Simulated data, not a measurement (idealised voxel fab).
You're looking at the process module voxel wiring stack.
Section cut is 165 nm wide and gridded with 5 nm square cells.
Reading order for cross-sections: top band down to bottom band. Underlying form: a grid of square cells. Band size: one or more rows of cells. This entry defines a band. It first specifies the height of the band's top and the height of its bottom in nm, and then specifies the band's materials from left to right, stating each material with its width in nm. The word "everywhere" identifies a single material that fills the band from edge to edge, while the word "blank" identifies empty space. Height reference: 0 = level under which incoming wafer is all one material. Lowest band: no bottom, runs on downward, e.g. "from 0 down". A width given as "30..40" starts at the first number in the band's top row and ends at the second number in its bottom row, shifting by an equal amount at every step from row to row. For the purposes of this document, the phrase "same as before" attached to a step denotes that no cell within the cross-section was modified by that step. The label "Sealed cavities" introduces a list of the empty spaces, 8 cells or larger, that have no open way up to the top; each entry in it reads width x height at distance, where the distance is taken from the left edge and all three are stated in nm. Text after the settings on a step's line: the simulator's own remark on that step. Regarding "overlay nm": on a step with a mask, it is the distance the mask lay to the right of its planned place; a negative value places it to the left.

# The following list gives the planned process steps
| 1 | op RECEIVE | material Si |
| 2 | op CONFORMAL_DEP | material SiO2 | thk nm 15 |
| 3 | op DIRECTIONAL_DEP | material TiN | thk nm 5 |
| 4 | op DIRECTIONAL_DEP | material Ru | thk nm 15 |
| 5 | op MASKED_ETCH | tone cover | mask id METAL_1 | width nm 25 | pitch nm 50 | etch materials Ru | depth nm 15 | overlay nm 0 |
| 6 | op MASKED_ETCH | tone cover | mask id METAL_1 | width nm 25 | pitch nm 50 | etch materials TiN | depth nm 5 | overlay nm 0 |
| 7 | op CONFORMAL_DEP | material SiCN | thk nm 5 |
| 8 | op FILL_DEP | material SiO2 | thk nm 10 |
| 9 | op CMP | height nm 35 |
| 10 | op CONFORMAL_DEP | material SiCN | thk nm 5 |
| 11 | op DIRECTIONAL_DEP | material SiO2 | thk nm 30 |
| 12 | op MASKED_ETCH | tone open | mask id METAL_2 | width nm 25 | pitch nm 50 | etch materials SiO2 | depth nm 15 | overlay nm 0 |
| 13 | op MASKED_ETCH | tone open | mask id METAL_2_HOLES | width nm 15 | etch materials SiO2 | depth nm 15 | overlay nm 0 |
| 14 | op MASKED_ETCH | tone open | mask id METAL_2_HOLES | width nm 15 | etch materials SiCN | depth nm 5 | overlay nm 0 |
| 15 | op CONFORMAL_DEP | material TiN | thk nm 5 |
| 16 | op FILL_DEP | material Cu | thk nm 5 |
| 17 | op CMP | height nm 70 |
| 18 | op CONFORMAL_DEP | material SiCN | thk nm 5 |

# Step 1 complete: cross-section of the wafer as received
  from 0 down = Si everywhere
  Sealed cavities: none

# Sectioned view, first of two wafers, at the close of the module, processed as intended in the plan
  from 75 to 70 = SiCN everywhere
  from 70 to 60 = SiO2 45 nm | TiN 5 nm | Cu 15 nm | TiN 5 nm | SiO2 25 nm | TiN 5 nm | Cu 15 nm | TiN 5 nm | SiO2 45 nm
  from 60 to 55 = SiO2 45 nm | TiN 5 nm | Cu 5 nm | TiN 15 nm | SiO2 25 nm | TiN 25 nm | SiO2 45 nm
  from 55 to 40 = SiO2 45 nm | TiN 5 nm | Cu 5 nm | TiN 5 nm | SiO2 105 nm
  from 40 to 35 = SiCN 45 nm | TiN 15 nm | SiCN 105 nm
  from 35 to 20 = SiO2 40 nm | SiCN 5 nm | Ru 25 nm | SiCN 5 nm | SiO2 15 nm | SiCN 5 nm | Ru 25 nm | SiCN 5 nm | SiO2 40 nm
  from 20 to 15 = SiCN 45 nm | TiN 25 nm | SiCN 25 nm | TiN 25 nm | SiCN 45 nm
  from 15 to 0 = SiO2 everywhere
  from 0 down = Si everywhere
  Sealed cavities: none

# Cross-section, wafer two of two, end of module: same start and plan as wafer one, one error in execution
  from 75 to 70 = SiCN everywhere
  from 70 to 60 = SiO2 45 nm | TiN 5 nm | Cu 15 nm | TiN 5 nm | SiO2 25 nm | TiN 5 nm | Cu 15 nm | TiN 5 nm | SiO2 45 nm
  from 60 to 55 = SiO2 45 nm | TiN 5 nm | Cu 5 nm | TiN 15 nm | SiO2 25 nm | TiN 25 nm | SiO2 45 nm
  from 55 to 40 = SiO2 45 nm | TiN 5 nm | Cu 5 nm | TiN 5 nm | SiO2 105 nm
  from 40 to 35 = SiCN 45 nm | TiN 15 nm | SiCN 105 nm
  from 35 to 25 = Ru 45 nm | SiCN 5 nm | SiO2 15 nm | SiCN 5 nm | Ru 25 nm | SiCN 5 nm | SiO2 15 nm | SiCN 5 nm | Ru 45 nm
  from 25 to 20 = Ru 45 nm | SiCN 25 nm | Ru 25 nm | SiCN 25 nm | Ru 45 nm
  from 20 to 15 = TiN everywhere
  from 15 to 0 = SiO2 everywhere
  from 0 down = Si everywhere
  Sealed cavities: none
Where did the run depart from the plan? step 5 did not happen as planned, as run it was op MASKED_ETCH | tone open | mask id METAL_1 | width nm 25 | pitch nm 50 | etch materials Ru | depth nm 15 | overlay nm 0
Materials where the second wafer ends with more or fewer cells than the first: +39 Ru, -17 SiCN, -45 SiO2, +23 TiN
